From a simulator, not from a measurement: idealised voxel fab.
Name of the process module below: voxel gate over fins
The figure presents cross-section cut, which has a width of 250 nm and is divided into square cells with an edge length of 5 nm.
Think of the cross-section as a grid of square cells. We describe it in bands, top to bottom, and each band covers one or more rows of those cells. This entry defines a band. It first specifies the height of the band's top and the height of its bottom in nm, and then specifies the band's materials from left to right, stating each material with its width in nm. The word "edge to edge" identifies a single material that fills the band from edge to edge, while the word "blank" identifies empty space. Height datum 0, below which the as-received substrate wafer is one material. Lowest band open at the bottom, running downward: "z 0 and below". A width given as "30 to 40" starts at the first number in the band's top row and ends at the second number in its bottom row, shifting by an equal amount at every step from row to row. Where the words "nothing was modified" appear for a step, the cross-section shows no cell changed by that step; every cell remained as before. "Voids, enclosed" means: voids of 8 cells or more that are shut off from the top with no open way through. Written width x height at distance, distance from the left edge, in nm. On each step's line, the part that comes after the settings is the simulator's own comment on the step. If you see "overlay nm" on a step's line and that step has a mask, it's telling you how far right of where it was planned the mask ended up; a negative number means it went left instead.

Set out below are the planned steps of the process
| 1 | RECEIVE: material Si |
| 2 | CONFORMAL_DEP: material SiN, thk nm 10 |
| 3 | DIRECTIONAL_DEP: material aC, thk nm 15 |
| 4 | PATTERN: tone cover, mask id FINS, material resist, width nm 15, pitch nm 55, thk nm 35, overlay nm 0 |
| 5 | DIRECTIONAL_ETCH: etch materials aC, depth nm 15 |
| 6 | STRIP: etch materials resist |
| 7 | DIRECTIONAL_ETCH: etch materials SiN, depth nm 10 |
| 8 | DIRECTIONAL_ETCH: etch materials Si, depth nm 30 |
| 9 | STRIP: etch materials aC |
| 10 | OXIDIZE: depth nm 5 |
| 11 | FILL_DEP: material SiO2, thk nm 10 |
| 12 | CMP: height nm 10 |
| 13 | DIRECTIONAL_DEP: material aC, thk nm 15 |
| 14 | PATTERN: tone open, mask id RAIL, material resist, width nm 15, thk nm 30, overlay nm 0 |
| 15 | DIRECTIONAL_ETCH: etch materials aC, depth nm 15 |
| 16 | STRIP: etch materials resist |
| 17 | DIRECTIONAL_ETCH: etch materials SiO2, depth nm 35 |
| 18 | STRIP: etch materials aC |
| 19 | CONFORMAL_DEP: material TiN, thk nm 5 |
| 20 | FILL_DEP: material Ru, thk nm 5 |
| 21 | CMP: height nm 10 |
| 22 | SELECTIVE_ETCH: etch materials W Ru TiN, depth nm 30 |
| 23 | FILL_DEP: material SiO2, thk nm 5 |
| 24 | CMP: height nm 10 |
| 25 | SELECTIVE_ETCH: etch materials SiO2, depth nm 20 |
| 26 | STRIP: etch materials SiN |
| 27 | CONFORMAL_DEP: material HfO2, thk nm 5 |
| 28 | CONFORMAL_DEP: material TiN, thk nm 5 |
| 29 | FILL_DEP: material W, thk nm 15 |
| 30 | CMP: height nm 20 |
| 31 | CONFORMAL_DEP: material SiN, thk nm 10 |

Shown in cross-section is the wafer as received, that is, as it stands after step 1
    z 0 and below = Si edge to edge
    Voids, enclosed: none

Cross-section, end of module. Start: as above. Plan: as above. Execution: one mistake
    z 35 to 20 = SiN edge to edge
    z 20 to 10 = W edge to edge
    z 10 to 5 = 85 of W; 25 of TiN; 30 of W; 25 of TiN; 85 of W
    z 5 to 0 = 85 of W; 5 of TiN; 15 of HfO2; 5 of TiN; 30 of W; 5 of TiN; 15 of HfO2; 5 of TiN; 85 of W
    z 0 to -5 = 90 of TiN; 5 of HfO2; 5 of Si; 5 of HfO2; 40 of TiN; 5 of HfO2; 5 of Si; 5 of HfO2; 90 of TiN
    z -5 to -10 = 95 of HfO2; 5 of Si; 50 of HfO2; 5 of Si; 95 of HfO2
    z -10 to -20 = 95 of SiO2; 5 of Si; 50 of SiO2; 5 of Si; 95 of SiO2
    z -20 to -25 = 95 of SiO2; 5 of Si; 15 of SiO2; 15 of TiN; 20 of SiO2; 5 of Si; 95 of SiO2
    z -25 to -35 = 95 of SiO2; 5 of Si; 50 of SiO2; 5 of Si; 95 of SiO2
    z -35 and below = Si edge to edge
    Voids, enclosed: none
What was done differently from what was planned? contrary to plan, step 31 was performed as CONFORMAL_DEP: material SiN, thk nm 15
